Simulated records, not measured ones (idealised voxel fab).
A process module follows: voxel transistor to metal.
Shown is cross-section cut, with a width of 180 nm and square cells of size 5 nm.
Cross-section spec: square-cell grid; bands listed top down; each band is one or more rows.
First you get the band's top height and its bottom height, in nm, and then the materials it's made of, left to right, with each width in nm. If you see a single material with "full width", that one covers the band edge to edge. "empty" is empty space.
Height is counted from the level 0, under which the received wafer is composed throughout of one material. The lowest of the bands is not closed at the bottom but continues downward, in the notation "0 and below".
Read "30->40" as a graded width: first number on top, second number at the bottom, same change between each pair of neighbouring rows.
The cross-section has no changed cell in any step marked "nothing got changed".
Heads up: "Closed void listing" only lists the empty pockets with no open path to the top that are 8 cells or more, and it writes them as width x height at distance, distance from the left edge, in nm.
Note: text after step settings on the step line = simulator remark on that step.
overlay nm: for a step with a mask, the amount by which the mask lay right of where it was planned; a negative amount means left of it.

## Process steps (planned)
1. RECEIVE, material Si
2. CONFORMAL_DEP, material SiO2, thk nm 5
3. CONFORMAL_DEP, material SiN, thk nm 10
4. MASKED_ETCH, tone cover, mask id ACTIVE, width nm 105, etch materials SiN, depth nm 10, overlay nm 0
5. MASKED_ETCH, tone cover, mask id ACTIVE, width nm 105, etch materials SiO2, depth nm 5, overlay nm 0
6. MASKED_ETCH, tone cover, mask id ACTIVE, width nm 105, etch materials Si, depth nm 35, overlay nm 0
7. FILL_DEP, material SiO2, thk nm 15
8. CMP, height nm 15
9. SELECTIVE_ETCH, etch materials SiO2, depth nm 5
10. STRIP, etch materials SiN
11. SELECTIVE_ETCH, etch materials SiO2, depth nm 5
12. OXIDIZE, depth nm 5
13. DIRECTIONAL_DEP, material polySi, thk nm 20
14. DIRECTIONAL_DEP, material SiCN, thk nm 10
15. MASKED_ETCH, tone cover, mask id GATE, width nm 25, etch materials SiCN, depth nm 20, overlay nm 0
16. MASKED_ETCH, tone cover, mask id GATE, width nm 25, etch materials polySi, depth nm 30, overlay nm 0
17. CONFORMAL_DEP, material SiN, thk nm 10
18. DIRECTIONAL_ETCH, etch materials SiN, depth nm 10
19. DIRECTIONAL_ETCH, etch materials SiO2, depth nm 5
20. DIRECTIONAL_ETCH, etch materials Si, depth nm 10
21. EPI, material nSi, thk nm 10
22. FILL_DEP, material SiO2, thk nm 5
23. CMP, height nm 30
24. DIRECTIONAL_DEP, material SiO2, thk nm 15
25. PATTERN, tone open, mask id CONTACT, material resist, width nm 30, pitch nm 65, thk nm 15, overlay nm 0
26. DIRECTIONAL_ETCH, etch materials SiO2, depth nm 50
27. STRIP, etch materials resist
28. CONFORMAL_DEP, material TiN, thk nm 5
29. FILL_DEP, material W, thk nm 5
30. CMP, height nm 45
31. CONFORMAL_DEP, material SiCN, thk nm 5
32. DIRECTIONAL_DEP, material lowk, thk nm 25
33. PATTERN, tone open, mask id METAL_1, material resist, width nm 15, pitch nm 80, thk nm 20, overlay nm 0
34. DIRECTIONAL_ETCH, etch materials lowk, depth nm 25
35. DIRECTIONAL_ETCH, etch materials SiCN, depth nm 5
36. STRIP, etch materials resist
37. CONFORMAL_DEP, material TiN, thk nm 5
38. FILL_DEP, material W, thk nm 10
39. CMP, height nm 75
40. CONFORMAL_DEP, material SiCN, thk nm 5
41. DIRECTIONAL_DEP, material SiO2, thk nm 35
42. MASKED_ETCH, tone open, mask id METAL_2, width nm 15, pitch nm 80, etch materials SiO2, depth nm 20, overlay nm 0
43. DIRECTIONAL_DEP, material aC, thk nm 10
44. PATTERN, tone open, mask id METAL_2_HOLES, material resist, width nm 15, pitch nm 80, thk nm 25, overlay nm 0
45. DIRECTIONAL_ETCH, etch materials aC, depth nm 10
46. STRIP, etch materials resist
47. DIRECTIONAL_ETCH, etch materials SiO2, depth nm 15
48. DIRECTIONAL_ETCH, etch materials SiCN, depth nm 5
49. STRIP, etch materials aC
50. CONFORMAL_DEP, material TiN, thk nm 5
51. FILL_DEP, material Cu, thk nm 10
52. CMP, height nm 115
53. CONFORMAL_DEP, material SiCN, thk nm 5

## Cross-section of the wafer as it came to us, i.e., already through step 1
> 0 and below: Si full width
> Closed void listing: none

## Module complete - cross-section of the first of two wafers, run according to plan
> 120 down to 115: SiCN full width
> 115 down to 80: SiO2: 40 / TiN: 5 / Cu: 5 / TiN: 5 / SiO2: 65 / TiN: 5 / Cu: 5 / TiN: 5 / SiO2: 45
> 80 down to 75: SiCN: 40 / TiN: 15 / SiCN: 65 / TiN: 15 / SiCN: 45
> 75 down to 50: lowk: 40 / TiN: 5 / W: 5 / TiN: 5 / lowk: 65 / TiN: 5 / W: 5 / TiN: 5 / lowk: 45
> 50 down to 45: SiCN: 40 / TiN: 15 / SiCN: 65 / TiN: 15 / SiCN: 45
> 45 down to 35: SiO2: 40 / TiN: 5 / W: 20 / TiN: 5 / SiO2: 35 / TiN: 5 / W: 20 / TiN: 5 / SiO2: 45
> 35 down to 30: SiO2: 40 / TiN: 5 / W: 15 / TiN: 10 / SiO2: 35 / TiN: 10 / W: 15 / TiN: 5 / SiO2: 45
> 30 down to 20: SiO2: 40 / TiN: 5 / W: 15 / TiN: 5 / SiN: 10 / SiCN: 25 / SiN: 10 / TiN: 5 / W: 15 / TiN: 5 / SiO2: 45
> 20 down to 10: SiO2: 40 / TiN: 5 / W: 15 / TiN: 5 / SiN: 10 / polySi: 25 / SiN: 10 / TiN: 5 / W: 15 / TiN: 5 / SiO2: 45
> 10 down to 5: SiO2: 40 / TiN: 25 / SiN: 10 / polySi: 25 / SiN: 10 / TiN: 25 / SiO2: 45
> 5 down to 0: SiO2: 30 / SiN: 10 / nSi: 10 / TiN: 5 / nSi: 10 / SiN: 10 / polySi: 25 / SiN: 10 / nSi: 10 / TiN: 5 / nSi: 10 / SiN: 10 / SiO2: 35
> 0 down to -5: SiO2: 40 / nSi: 10 / TiN: 5 / nSi: 10 / SiO2: 45 / nSi: 10 / TiN: 5 / nSi: 10 / SiO2: 45
> -5 down to -15: SiO2: 35 / Si: 5 / nSi: 25 / Si: 45 / nSi: 25 / Si: 5 / SiO2: 40
> -15 down to -35: SiO2: 35 / Si: 105 / SiO2: 40
> -35 and below: Si full width
> Closed void listing: none

## Second wafer of the two, sectioned at the end of the module. It began like the first and followed the same plan, but one mistake was made while running it
> 120 down to 115: SiCN full width
> 115 down to 80: SiO2: 40 / TiN: 5 / Cu: 5 / TiN: 5 / SiO2: 65 / TiN: 5 / Cu: 5 / TiN: 5 / SiO2: 45
> 80 down to 75: SiCN: 40 / TiN: 15 / SiCN: 65 / TiN: 15 / SiCN: 45
> 75 down to 55: lowk: 40 / TiN: 5 / W: 5 / TiN: 5 / lowk: 65 / TiN: 5 / W: 5 / TiN: 5 / lowk: 45
> 55 down to 50: lowk: 40 / TiN: 15 / lowk: 65 / TiN: 15 / lowk: 45
> 50 down to 45: lowk full width
> 45 down to 35: SiO2: 40 / TiN: 5 / W: 20 / TiN: 5 / SiO2: 35 / TiN: 5 / W: 20 / TiN: 5 / SiO2: 45
> 35 down to 30: SiO2: 40 / TiN: 5 / W: 15 / TiN: 10 / SiO2: 35 / TiN: 10 / W: 15 / TiN: 5 / SiO2: 45
> 30 down to 20: SiO2: 40 / TiN: 5 / W: 15 / TiN: 5 / SiN: 10 / SiCN: 25 / SiN: 10 / TiN: 5 / W: 15 / TiN: 5 / SiO2: 45
> 20 down to 10: SiO2: 40 / TiN: 5 / W: 15 / TiN: 5 / SiN: 10 / polySi: 25 / SiN: 10 / TiN: 5 / W: 15 / TiN: 5 / SiO2: 45
> 10 down to 5: SiO2: 40 / TiN: 25 / SiN: 10 / polySi: 25 / SiN: 10 / TiN: 25 / SiO2: 45
> 5 down to 0: SiO2: 30 / SiN: 10 / nSi: 10 / TiN: 5 / nSi: 10 / SiN: 10 / polySi: 25 / SiN: 10 / nSi: 10 / TiN: 5 / nSi: 10 / SiN: 10 / SiO2: 35
> 0 down to -5: SiO2: 40 / nSi: 10 / TiN: 5 / nSi: 10 / SiO2: 45 / nSi: 10 / TiN: 5 / nSi: 10 / SiO2: 45
> -5 down to -15: SiO2: 35 / Si: 5 / nSi: 25 / Si: 45 / nSi: 25 / Si: 5 / SiO2: 40
> -15 down to -35: SiO2: 35 / Si: 105 / SiO2: 40
> -35 and below: Si full width
> Closed void listing: none
What was done differently from what was planned? step 31 off recipe, ran as CONFORMAL_DEP, material lowk, thk nm 5
It is noted that, at the conclusion of processing, the second wafer exhibits a higher or lower cell count for certain materials relative to the first: SiCN: 30 fewer, TiN: 4 fewer, W: 2 fewer, lowk: 36 more
